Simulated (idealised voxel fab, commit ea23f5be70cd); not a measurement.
The following is a process module called voxel transistor to metal.
The figure presents cross-section cut, which has a width of 175 nm and is divided into square cells with an edge length of 5 nm.
The cross-sections in this document take the form of a grid made of square cells. They are written out as bands, in order from top to bottom. Each band consists of one or more rows of cells.
Top height, bottom height, nm. Materials left to right, width each, nm. Single material + "full width" = fills band edge to edge. "air" = empty.
Where do heights start? At 0: under that level the wafer as delivered is made of one material only. And the lowest band has no floor; it just carries on downward, as in "z 0 and below".
Width "30->40": first value at the band's top row of cells, second value at its bottom row, equal change from row to row.
"remained unchanged", as given for a step, is the statement that not any cell of the cross-section underwent a change during that step.
Heads up: "Closed void register" only lists the empty pockets with no open path to the top that are 8 cells or more, and it writes them as width x height at distance, distance from the left edge, in nm.
Past the settings on a step's line: simulator remark, on that step.
overlay nm, on a step with a mask: how far to the right of its planned place the mask lay; to the left if negative

## plan
| 1 | RECEIVE (material Si) |
| 2 | OXIDIZE (depth nm 5) |
| 3 | CONFORMAL_DEP (material SiN; thk nm 15) |
| 4 | MASKED_ETCH (tone cover; mask id ACTIVE; width nm 125; etch materials SiN; depth nm 15; overlay nm 0) |
| 5 | MASKED_ETCH (tone cover; mask id ACTIVE; width nm 125; etch materials SiO2; depth nm 5; overlay nm 0) |
| 6 | MASKED_ETCH (tone cover; mask id ACTIVE; width nm 125; etch materials Si; depth nm 20; overlay nm 0) |
| 7 | OXIDIZE (depth nm 5) |
| 8 | FILL_DEP (material SiO2; thk nm 5) |
| 9 | CMP (height nm 15) |
| 10 | SELECTIVE_ETCH (etch materials SiO2; depth nm 10) |
| 11 | STRIP (etch materials SiN) |
| 12 | SELECTIVE_ETCH (etch materials SiO2; depth nm 5) |
| 13 | OXIDIZE (depth nm 5) |
| 14 | DIRECTIONAL_DEP (material polySi; thk nm 30) |
| 15 | DIRECTIONAL_DEP (material SiCN; thk nm 15) |
| 16 | MASKED_ETCH (tone cover; mask id GATE; width nm 25; etch materials SiCN; depth nm 25; overlay nm 0) |
| 17 | MASKED_ETCH (tone cover; mask id GATE; width nm 25; etch materials polySi; depth nm 40; overlay nm 0) |
| 18 | CONFORMAL_DEP (material SiN; thk nm 5) |
| 19 | DIRECTIONAL_ETCH (etch materials SiN; depth nm 5) |
| 20 | DIRECTIONAL_ETCH (etch materials SiO2; depth nm 5) |
| 21 | DIRECTIONAL_ETCH (etch materials Si; depth nm 10) |
| 22 | EPI (material nSi; thk nm 15) |
| 23 | FILL_DEP (material SiO2; thk nm 5) |
| 24 | CMP (height nm 25) |
| 25 | STRIP (etch materials polySi) |
| 26 | SELECTIVE_ETCH (etch materials SiO2; depth nm 5) |
| 27 | CONFORMAL_DEP (material HfO2; thk nm 5) |
| 28 | CONFORMAL_DEP (material TiN; thk nm 5) |
| 29 | FILL_DEP (material W; thk nm 5) |
| 30 | CMP (height nm 20) |
| 31 | DIRECTIONAL_DEP (material SiO2; thk nm 15) |
| 32 | DIRECTIONAL_DEP (material aC; thk nm 10) |
| 33 | PATTERN (tone open; mask id CONTACT; material resist; width nm 20; pitch nm 85; thk nm 30; overlay nm 0) |
| 34 | DIRECTIONAL_ETCH (etch materials aC; depth nm 10) |
| 35 | STRIP (etch materials resist) |
| 36 | DIRECTIONAL_ETCH (etch materials SiO2; depth nm 40) |
| 37 | STRIP (etch materials aC) |
| 38 | CONFORMAL_DEP (material TiN; thk nm 5) |
| 39 | FILL_DEP (material W; thk nm 5) |
| 40 | CMP (height nm 35) |
| 41 | DIRECTIONAL_DEP (material TiN; thk nm 5) |
| 42 | DIRECTIONAL_DEP (material Ru; thk nm 15) |
| 43 | MASKED_ETCH (tone cover; mask id METAL_1; width nm 20; pitch nm 85; etch materials Ru; depth nm 15; overlay nm 0) |
| 44 | MASKED_ETCH (tone cover; mask id METAL_1; width nm 20; pitch nm 85; etch materials TiN; depth nm 5; overlay nm 0) |
| 45 | FILL_DEP (material SiO2; thk nm 10) |
| 46 | CMP (height nm 55) |
| 47 | CONFORMAL_DEP (material SiCN; thk nm 5) |
| 48 | DIRECTIONAL_DEP (material SiO2; thk nm 25) |
| 49 | MASKED_ETCH (tone open; mask id METAL_2_HOLES; width nm 15; pitch nm 85; etch materials SiO2; depth nm 25; overlay nm 0) |
| 50 | DIRECTIONAL_DEP (material aC; thk nm 15) |
| 51 | PATTERN (tone open; mask id METAL_2; material resist; width nm 20; pitch nm 85; thk nm 35; overlay nm 0) |
| 52 | DIRECTIONAL_ETCH (etch materials aC; depth nm 15) |
| 53 | STRIP (etch materials resist) |
| 54 | DIRECTIONAL_ETCH (etch materials SiO2; depth nm 15) |
| 55 | DIRECTIONAL_ETCH (etch materials SiCN; depth nm 5) |
| 56 | STRIP (etch materials aC) |
| 57 | CONFORMAL_DEP (material TiN; thk nm 5) |
| 58 | FILL_DEP (material Ru; thk nm 5) |
| 59 | CMP (height nm 85) |
| 60 | CONFORMAL_DEP (material SiCN; thk nm 5) |

## Shown in cross-section is the wafer as received, that is, as it stands after step 1
z 0 and below = Si full width
Closed void register: none

## Starting wafer: above. Plan: above. Run: one mistake. Cross-section after the module: below
z 90 to 85 = SiCN full width
z 85 to 75 = SiO2=35, TiN=5, Ru=10, TiN=5, SiO2=65, TiN=5, Ru=10, TiN=5, SiO2=35
z 75 to 70 = SiO2=35, TiN=5, Ru=5, TiN=10, SiO2=65, TiN=5, Ru=5, TiN=10, SiO2=35
z 70 to 60 = SiO2=35, TiN=5, Ru=5, TiN=5, SiO2=70, TiN=5, Ru=5, TiN=5, SiO2=40
z 60 to 55 = SiCN=35, TiN=15, SiCN=70, TiN=15, SiCN=40
z 55 to 40 = SiO2=35, Ru=20, SiO2=65, Ru=20, SiO2=35
z 40 to 35 = SiO2=35, TiN=20, SiO2=65, TiN=20, SiO2=35
z 35 to 20 = SiO2=35, TiN=5, W=10, TiN=5, SiO2=65, TiN=5, W=10, TiN=5, SiO2=35
z 20 to 10 = SiO2=35, TiN=5, W=10->5, TiN=5->10, SiO2=15, SiN=5, HfO2=5, TiN=5, W=5, TiN=5, HfO2=5, SiN=5, SiO2=15, TiN=5->10, W=10->5, TiN=5, SiO2=35
z 10 to 5 = SiO2=35, TiN=5, W=5, TiN=5, nSi=20, SiN=5, HfO2=5, TiN=5, W=5, TiN=5, HfO2=5, SiN=5, nSi=20, TiN=5, W=5, TiN=5, SiO2=35
z 5 to 0 = SiO2=35, TiN=15, nSi=20, SiN=5, HfO2=5, TiN=5, W=5, TiN=5, HfO2=5, SiN=5, nSi=20, TiN=15, SiO2=35
z 0 to -5 = SiO2=20, SiN=5, nSi=45, SiN=5, HfO2=5, TiN=15, HfO2=5, SiN=5, nSi=45, SiN=5, SiO2=20
z -5 to -10 = SiO2=25, nSi=45, HfO2=35, nSi=45, SiO2=25
z -10 to -20 = SiO2=30, nSi=40, Si=35, nSi=40, SiO2=30
z -20 to -30 = SiO2=30, Si=115, SiO2=30
z -30 and below = Si full width
Closed void register: none
The mistake made against the process plan was this: off-plan run, step 22, actual operation and settings EPI (material nSi; thk nm 20)
